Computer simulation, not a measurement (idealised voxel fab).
Herein follows the process module entitled voxel wiring stack.
FYI the section here is cut, 300 nm wide, cells are 5 nm squares.
Cross-section = grid of square cells, listed top down in bands; band = one or more rows. Band: top and bottom heights (nm) first, top before bottom; then materials from left to right, widths in nm. "edge to edge" marks a sole material filling the band edge to edge. "empty" denotes empty space. The level at which height equals 0 is the one under which the wafer, as it arrives, is entirely one material. No lower edge exists for the bottom band, which continues downward and is notated as in "0 and below". A two-number width, for instance "30 to 40", indicates that the width is equal to the first number in the top row of the band and to the second number in the bottom row, and that it changes by a constant amount per row of cells. For the purposes of this document, the phrase "left unchanged" attached to a step denotes that no cell within the cross-section was modified by that step. The entry titled "Closed void catalog" provides the empty spaces that have no open way to the top, restricted to those of 8 cells or more. Each is presented as width x height at distance, the distance being measured from the left edge, with all three in nm. Post-settings text on a step line: simulator's own remark regarding the step. overlay nm: how far to the right of its planned place the mask lay on this masked step (negative: to the left).

THE STEPS PLANNED FOR THE PROCESS ARE AS FOLLOWS
1 RECEIVE | material Si
2 CONFORMAL_DEP | material SiO2 | thk nm 15
3 CONFORMAL_DEP | material SiN | thk nm 5
4 DIRECTIONAL_DEP | material SiO2 | thk nm 15
5 DIRECTIONAL_DEP | material aC | thk nm 10
6 PATTERN | tone open | mask id METAL_1 | material resist | width nm 30 | pitch nm 55 | thk nm 25 | overlay nm 0
7 DIRECTIONAL_ETCH | etch materials aC | depth nm 10
8 STRIP | etch materials resist
9 DIRECTIONAL_ETCH | etch materials SiO2 | depth nm 15
10 DIRECTIONAL_ETCH | etch materials SiN | depth nm 5
11 STRIP | etch materials aC
12 CONFORMAL_DEP | material TiN | thk nm 5
13 FILL_DEP | material Ru | thk nm 10
14 CMP | height nm 35
15 CONFORMAL_DEP | material SiCN | thk nm 5
16 DIRECTIONAL_DEP | material lowk | thk nm 30
17 PATTERN | tone open | mask id METAL_2 | material resist | width nm 30 | pitch nm 55 | thk nm 20 | overlay nm 0
18 DIRECTIONAL_ETCH | etch materials lowk | depth nm 20
19 STRIP | etch materials resist
20 MASKED_ETCH | tone open | mask id METAL_2_HOLES | width nm 15 | pitch nm 55 | etch materials lowk | depth nm 10 | overlay nm 0
21 MASKED_ETCH | tone open | mask id METAL_2_HOLES | width nm 15 | pitch nm 55 | etch materials SiCN | depth nm 5 | overlay nm 0
22 CONFORMAL_DEP | material TiN | thk nm 5
23 FILL_DEP | material Cu | thk nm 10
24 CMP | height nm 70
25 CONFORMAL_DEP | material SiCN | thk nm 5
26 DIRECTIONAL_DEP | material SiO2 | thk nm 30
27 MASKED_ETCH | tone open | mask id METAL_3_HOLES | width nm 15 | pitch nm 55 | etch materials SiO2 | depth nm 30 | overlay nm 0
28 MASKED_ETCH | tone open | mask id METAL_3 | width nm 30 | pitch nm 55 | etch materials SiO2 | depth nm 20 | overlay nm 0
29 MASKED_ETCH | tone open | mask id METAL_3 | width nm 30 | pitch nm 55 | etch materials SiCN | depth nm 5 | overlay nm 0
30 CONFORMAL_DEP | material TiN | thk nm 5
31 FILL_DEP | material Cu | thk nm 5
32 CMP | height nm 105
33 CONFORMAL_DEP | material SiCN | thk nm 5
34 DIRECTIONAL_DEP | material lowk | thk nm 30
35 MASKED_ETCH | tone open | mask id METAL_4_HOLES | width nm 15 | pitch nm 55 | etch materials lowk | depth nm 30 | overlay nm 0
36 DIRECTIONAL_DEP | material aC | thk nm 10
37 PATTERN | tone open | mask id METAL_4 | material resist | width nm 30 | pitch nm 55 | thk nm 30 | overlay nm 0
38 DIRECTIONAL_ETCH | etch materials aC | depth nm 10
39 STRIP | etch materials resist
40 DIRECTIONAL_ETCH | etch materials lowk | depth nm 20
41 DIRECTIONAL_ETCH | etch materials SiCN | depth nm 5
42 STRIP | etch materials aC
43 CONFORMAL_DEP | material TiN | thk nm 5
44 FILL_DEP | material Cu | thk nm 5
45 CMP | height nm 140
46 CONFORMAL_DEP | material SiN | thk nm 5

HERE'S WHAT THE WAFER LOOKED LIKE IN CROSS-SECTION WHEN IT ARRIVED - THAT'S AFTER STEP 1
	0 and below = Si edge to edge
	Closed void catalog: none

THE FIRST OF THE TWO WAFERS AS SEEN IN CROSS-SECTION ONCE THE MODULE WAS FINISHED; PROCESSING FOLLOWED THE PLAN
	145 down to 140 = SiN edge to edge
	140 down to 125 = 80 lowk  5 TiN  20 Cu  5 TiN  25 lowk  5 TiN  20 Cu  5 TiN  25 lowk  5 TiN  20 Cu  5 TiN  80 lowk
	125 down to 120 = 80 lowk  5 TiN  5 Cu  20 TiN  25 lowk  5 TiN  5 Cu  20 TiN  25 lowk  5 TiN  5 Cu  20 TiN  80 lowk
	120 down to 110 = 80 lowk  5 TiN  5 Cu  5 TiN  40 lowk  5 TiN  5 Cu  5 TiN  40 lowk  5 TiN  5 Cu  5 TiN  95 lowk
	110 down to 105 = 80 SiCN  15 TiN  40 SiCN  15 TiN  40 SiCN  15 TiN  95 SiCN
	105 down to 90 = 80 SiO2  5 TiN  20 Cu  5 TiN  25 SiO2  5 TiN  20 Cu  5 TiN  25 SiO2  5 TiN  20 Cu  5 TiN  80 SiO2
	90 down to 85 = 80 SiO2  5 TiN  5 Cu  20 TiN  25 SiO2  5 TiN  5 Cu  20 TiN  25 SiO2  5 TiN  5 Cu  20 TiN  80 SiO2
	85 down to 75 = 80 SiO2  5 TiN  5 Cu  5 TiN  40 SiO2  5 TiN  5 Cu  5 TiN  40 SiO2  5 TiN  5 Cu  5 TiN  95 SiO2
	75 down to 70 = 80 SiCN  15 TiN  40 SiCN  15 TiN  40 SiCN  15 TiN  95 SiCN
	70 down to 55 = 80 lowk  5 TiN  20 Cu  5 TiN  25 lowk  5 TiN  20 Cu  5 TiN  25 lowk  5 TiN  20 Cu  5 TiN  80 lowk
	55 down to 50 = 80 lowk  5 TiN  5 Cu  20 TiN  25 lowk  5 TiN  5 Cu  20 TiN  25 lowk  5 TiN  5 Cu  20 TiN  80 lowk
	50 down to 40 = 80 lowk  5 TiN  5 Cu  5 TiN  40 lowk  5 TiN  5 Cu  5 TiN  40 lowk  5 TiN  5 Cu  5 TiN  95 lowk
	40 down to 35 = 80 SiCN  15 TiN  40 SiCN  15 TiN  40 SiCN  15 TiN  95 SiCN
	35 down to 20 = 80 SiO2  5 TiN  20 Ru  5 TiN  25 SiO2  5 TiN  20 Ru  5 TiN  25 SiO2  5 TiN  20 Ru  5 TiN  80 SiO2
	20 down to 15 = 80 SiN  30 TiN  25 SiN  30 TiN  25 SiN  30 TiN  80 SiN
	15 down to 0 = SiO2 edge to edge
	0 and below = Si edge to edge
	Closed void catalog: none

CROSS-SECTION, WAFER TWO OF TWO, END OF MODULE: SAME START AND PLAN AS WAFER ONE, ONE ERROR IN EXECUTION
	145 down to 140 = SiN edge to edge
	140 down to 125 = 80 lowk  5 TiN  20 Cu  5 TiN  25 lowk  5 TiN  20 Cu  5 TiN  25 lowk  5 TiN  20 Cu  5 TiN  80 lowk
	125 down to 120 = 80 lowk  5 TiN  5 Cu  20 TiN  25 lowk  5 TiN  5 Cu  20 TiN  25 lowk  5 TiN  5 Cu  20 TiN  80 lowk
	120 down to 110 = 80 lowk  5 TiN  5 Cu  5 TiN  40 lowk  5 TiN  5 Cu  5 TiN  40 lowk  5 TiN  5 Cu  5 TiN  95 lowk
	110 down to 105 = 80 SiCN  15 TiN  40 SiCN  15 TiN  40 SiCN  15 TiN  95 SiCN
	105 down to 90 = 80 SiO2  5 TiN  20 Cu  5 TiN  25 SiO2  5 TiN  20 Cu  5 TiN  25 SiO2  5 TiN  20 Cu  5 TiN  80 SiO2
	90 down to 85 = 80 SiO2  5 TiN  5 Cu  20 TiN  25 SiO2  5 TiN  5 Cu  20 TiN  25 SiO2  5 TiN  5 Cu  20 TiN  80 SiO2
	85 down to 75 = 80 SiO2  5 TiN  5 Cu  5 TiN  40 SiO2  5 TiN  5 Cu  5 TiN  40 SiO2  5 TiN  5 Cu  5 TiN  95 SiO2
	75 down to 70 = 80 SiCN  15 TiN  40 SiCN  15 TiN  40 SiCN  15 TiN  95 SiCN
	70 down to 55 = 80 lowk  5 TiN  20 Cu  5 TiN  25 lowk  5 TiN  20 Cu  5 TiN  25 lowk  5 TiN  20 Cu  5 TiN  80 lowk
	55 down to 50 = 80 lowk  5 TiN  5 Cu  20 TiN  25 lowk  5 TiN  5 Cu  20 TiN  25 lowk  5 TiN  5 Cu  20 TiN  80 lowk
	50 down to 40 = 80 lowk  5 TiN  5 Cu  5 TiN  40 lowk  5 TiN  5 Cu  5 TiN  40 lowk  5 TiN  5 Cu  5 TiN  95 lowk
	40 down to 35 = 80 SiCN  15 TiN  40 SiCN  15 TiN  40 SiCN  15 TiN  95 SiCN
	35 down to 25 = Ru edge to edge
	25 down to 20 = 85 TiN  20 Ru  35 TiN  20 Ru  35 TiN  20 Ru  85 TiN
	20 down to 5 = 80 SiO2  5 TiN  20 Ru  5 TiN  25 SiO2  5 TiN  20 Ru  5 TiN  25 SiO2  5 TiN  20 Ru  5 TiN  80 SiO2
	5 down to 0 = 80 SiN  30 TiN  25 SiN  30 TiN  25 SiN  30 TiN  80 SiN
	0 and below = Si edge to edge
	Closed void catalog: none
The mistake made against the process plan was this: with respect to the plan, step 2 was omitted and not executed
Counted in cells at the end, the second wafer holds more or fewer of these materials than the first: Ru +132, SiO2 -180, TiN +48
